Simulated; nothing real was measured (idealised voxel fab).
process module | voxel transistor to metal
cross-section cut | 175 nm wide | cells 5 nm
A cross-section is a grid of square cells, given in bands from the top down. A band is one or more rows of cells.
Each band's line starts with the height of the band's top and of its bottom, in nm. Then come its materials from left to right, each with its width in nm. One material with "throughout" fills the band from edge to edge. "air" is empty space.
Height 0 is the level under which the wafer as received is all one material. The lowest band goes on downwards, as in "0 down".
A width such as "30 to 40" changes by the same amount from each row of cells to the next, from the band's top row to its bottom row.
"no change" after a step means that no cell of the cross-section changed.
closed voids: empty space of 8 cells or more with no open way to the top, each as width x height at its distance from the left edge, in nm
after a step's settings: what the simulator itself notes on the step
overlay nm, on a step with a mask: how far to the right of its planned place the mask lay; to the left if negative
plan
1 op RECEIVE | material Si
2 op OXIDIZE | depth nm 5
3 op CONFORMAL_DEP | material SiN | thk nm 10
4 op DIRECTIONAL_DEP | material aC | thk nm 15
5 op PATTERN | tone cover | mask id ACTIVE | material resist | width nm 115 | thk nm 35 | overlay nm 0
6 op DIRECTIONAL_ETCH | etch materials aC | depth nm 15
7 op STRIP | etch materials resist
8 op DIRECTIONAL_ETCH | etch materials SiN | depth nm 10
9 op DIRECTIONAL_ETCH | etch materials SiO2 | depth nm 5
10 op DIRECTIONAL_ETCH | etch materials Si | depth nm 20
11 op STRIP | etch materials aC
12 op OXIDIZE | depth nm 5
13 op FILL_DEP | material SiO2 | thk nm 5
14 op CMP | height nm 10
15 op SELECTIVE_ETCH | etch materials SiO2 | depth nm 10
16 op STRIP | etch materials SiN
17 op SELECTIVE_ETCH | etch materials SiO2 | depth nm 5
18 op OXIDIZE | depth nm 5
19 op DIRECTIONAL_DEP | material polySi | thk nm 30
20 op DIRECTIONAL_DEP | material SiCN | thk nm 10
21 op PATTERN | tone cover | mask id GATE | material resist | width nm 25 | thk nm 15 | overlay nm 0
22 op DIRECTIONAL_ETCH | etch materials SiCN | depth nm 20
23 op DIRECTIONAL_ETCH | etch materials polySi | depth nm 40
24 op STRIP | etch materials resist
25 op CONFORMAL_DEP | material SiO2 | thk nm 5
26 op DIRECTIONAL_ETCH | etch materials SiO2 | depth nm 5
27 op CONFORMAL_DEP | material SiN | thk nm 10
28 op DIRECTIONAL_ETCH | etch materials SiN | depth nm 10
29 op DIRECTIONAL_ETCH | etch materials SiO2 | depth nm 5
30 op DIRECTIONAL_ETCH | etch materials Si | depth nm 5
31 op EPI | material pSi | thk nm 5
32 op FILL_DEP | material SiO2 | thk nm 5
33 op CMP | height nm 25
34 op STRIP | etch materials polySi
35 op SELECTIVE_ETCH | etch materials SiO2 | depth nm 5
36 op CONFORMAL_DEP | material HfO2 | thk nm 5
37 op CONFORMAL_DEP | material TiN | thk nm 5
38 op FILL_DEP | material W | thk nm 5
39 op CMP | height nm 20
40 op DIRECTIONAL_DEP | material SiO2 | thk nm 10
41 op MASKED_ETCH | tone open | mask id CONTACT | width nm 20 | pitch nm 75 | etch materials SiO2 | depth nm 40 | overlay nm 0
42 op CONFORMAL_DEP | material TiN | thk nm 5
43 op FILL_DEP | material W | thk nm 5
44 op CMP | height nm 30
45 op CONFORMAL_DEP | material SiCN | thk nm 5
46 op DIRECTIONAL_DEP | material lowk | thk nm 25
47 op PATTERN | tone open | mask id METAL_1 | material resist | width nm 20 | pitch nm 75 | thk nm 20 | overlay nm 0
48 op DIRECTIONAL_ETCH | etch materials lowk | depth nm 25
49 op DIRECTIONAL_ETCH | etch materials SiCN | depth nm 5
50 op STRIP | etch materials resist
51 op CONFORMAL_DEP | material TiN | thk nm 5
52 op FILL_DEP | material W | thk nm 5
53 op CMP | height nm 60
54 op EPI | material Ru | thk nm 5
55 op FILL_DEP | material SiCN | thk nm 5
56 op DIRECTIONAL_DEP | material lowk | thk nm 25
57 op PATTERN | tone open | mask id METAL_2 | material resist | width nm 20 | pitch nm 75 | thk nm 15 | overlay nm 0
58 op DIRECTIONAL_ETCH | etch materials lowk | depth nm 15
59 op STRIP | etch materials resist
60 op PATTERN | tone open | mask id METAL_2_HOLES | material resist | width nm 15 | pitch nm 75 | thk nm 15 | overlay nm 0
61 op DIRECTIONAL_ETCH | etch materials lowk | depth nm 10
62 op DIRECTIONAL_ETCH | etch materials SiCN | depth nm 5
63 op STRIP | etch materials resist
64 op CONFORMAL_DEP | material TiN | thk nm 5
65 op FILL_DEP | material Cu | thk nm 5
66 op CMP | height nm 95
67 op CONFORMAL_DEP | material SiN | thk nm 5
as received, after step 1
  0 down: Si throughout
  closed voids: none
a wafer at the end: this start, this plan, one mistake
  100 to 95: SiN throughout
  95 to 85: lowk 40 | TiN 5 | Cu 10 | TiN 5 | lowk 55 | TiN 5 | Cu 10 | TiN 5 | lowk 40
  85 to 80: lowk 40 | TiN 5 | Cu 5 | TiN 10 | lowk 55 | TiN 5 | Cu 5 | TiN 10 | lowk 40
  80 to 70: lowk 40 | TiN 5 | Cu 5 | TiN 5 | lowk 60 | TiN 5 | Cu 5 | TiN 5 | lowk 45
  70 to 65: SiCN 40 | TiN 15 | SiCN 60 | TiN 15 | SiCN 45
  65 to 60: SiCN 35 | Ru 30 | SiCN 45 | Ru 30 | SiCN 35
  60 to 35: lowk 40 | TiN 5 | W 10 | TiN 5 | lowk 55 | TiN 5 | W 10 | TiN 5 | lowk 40
  35 to 30: SiCN 40 | TiN 20 | SiCN 55 | TiN 20 | SiCN 40
  30 to 20: SiO2 40 | TiN 5 | W 10 | TiN 5 | SiO2 55 | TiN 5 | W 10 | TiN 5 | SiO2 40
  20 to 0: SiO2 40 | TiN 5 | W 10 | TiN 5 | SiO2 5 | SiN 10 | HfO2 5 | TiN 5 | W 5 | TiN 5 | HfO2 5 | SiN 10 | SiO2 5 | TiN 5 | W 10 | TiN 5 | SiO2 40
  0 to -5: SiO2 40 | TiN 5 | W 10 | TiN 5 | SiO2 5 | SiN 10 | HfO2 5 | TiN 15 | HfO2 5 | SiN 10 | SiO2 5 | TiN 5 | W 10 | TiN 5 | SiO2 40
  -5 to -10: SiO2 40 | TiN 20 | pSi 5 | SiO2 10 | HfO2 25 | SiO2 10 | pSi 5 | TiN 20 | SiO2 40
  -10 to -15: SiO2 35 | pSi 30 | Si 45 | pSi 30 | SiO2 35
  -15 to -30: SiO2 35 | Si 105 | SiO2 35
  -30 down: Si throughout
  closed voids: none
what went wrong: step 21 ran as: op PATTERN | tone cover | mask id GATE | material resist | width nm 15 | thk nm 15 | overlay nm 0
